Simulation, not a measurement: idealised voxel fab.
The process module presented herein is designated voxel fin reveal.
Cross-sectional view cut (width: 295 nm; square cell size: 5 nm).
Format of a cross-section: grid, square cells. Given as bands. Order: top down. Band: one or more rows of cells. It is stipulated that each band's entry specify, in nanometres, the height of the top of the band and then that of its bottom, followed by the materials of the band in left-to-right sequence, each together with its width in nanometres. A single material marked by the word "throughout" is understood to fill the band from edge to edge; the word "empty" is understood to denote empty space. Basically, 0 is our baseline, since under it the wafer straight out of the box is all one material. The bottom band has no lower end and keeps on going down, so it looks like "0 nm and below". The width entry "30 to 40" should be interpreted row by row: the top row of cells in the band takes the first number, the bottom row takes the second number, and the change between adjacent rows is uniform throughout. A step reported as "no modification" is a step in which no cell of the cross-section changed. Under "Trapped cavities" you'll find the enclosed gaps, the ones with no way out to the top, that are 8 cells or bigger; each reads width x height at distance, with distance counted from the left edge, everything in nm. What comes after the settings on a step's line is commentary from the simulator itself on that step. overlay nm: mask right of planned place by this much (step with mask). Neg. = left.
-- plan
- 1: RECEIVE, material Si
- 2: CONFORMAL_DEP, material SiN, thk nm 10
- 3: MASKED_ETCH, tone cover, mask id FINS, width nm 15, pitch nm 45, etch materials SiN, depth nm 10, overlay nm -15
- 4: MASKED_ETCH, tone cover, mask id FINS, width nm 15, pitch nm 45, etch materials Si, depth nm 40, overlay nm 0
- 5: OXIDIZE, depth nm 5
- 6: FILL_DEP, material SiO2, thk nm 15
- 7: CMP, height nm 10
- 8: SELECTIVE_ETCH, etch materials SiO2, depth nm 25
- 9: STRIP, etch materials SiN
The wafers are alike at the start. At step 3, their overlay nm differs. The plan lists the first wafer's value.
-- Step 1 complete: as-received cross-section of the first of several wafers
* 0 nm and below: Si throughout
* Trapped cavities: none
-- End of module, by wafer: material-by-material cell gain (+) or loss (-) since receipt, then closed voids
overlay nm -15; -465 Si; +306 SiO2; Trapped cavities: none
overlay nm -10; -481 Si; +318 SiO2; Trapped cavities: none
overlay nm -5; -497 Si; +330 SiO2; Trapped cavities: none
overlay nm 0; -513 Si; +342 SiO2; Trapped cavities: none
overlay nm 5; -497 Si; +330 SiO2; Trapped cavities: none
overlay nm 10; -481 Si; +318 SiO2; Trapped cavities: none
overlay nm 15; -465 Si; +306 SiO2; Trapped cavities: none
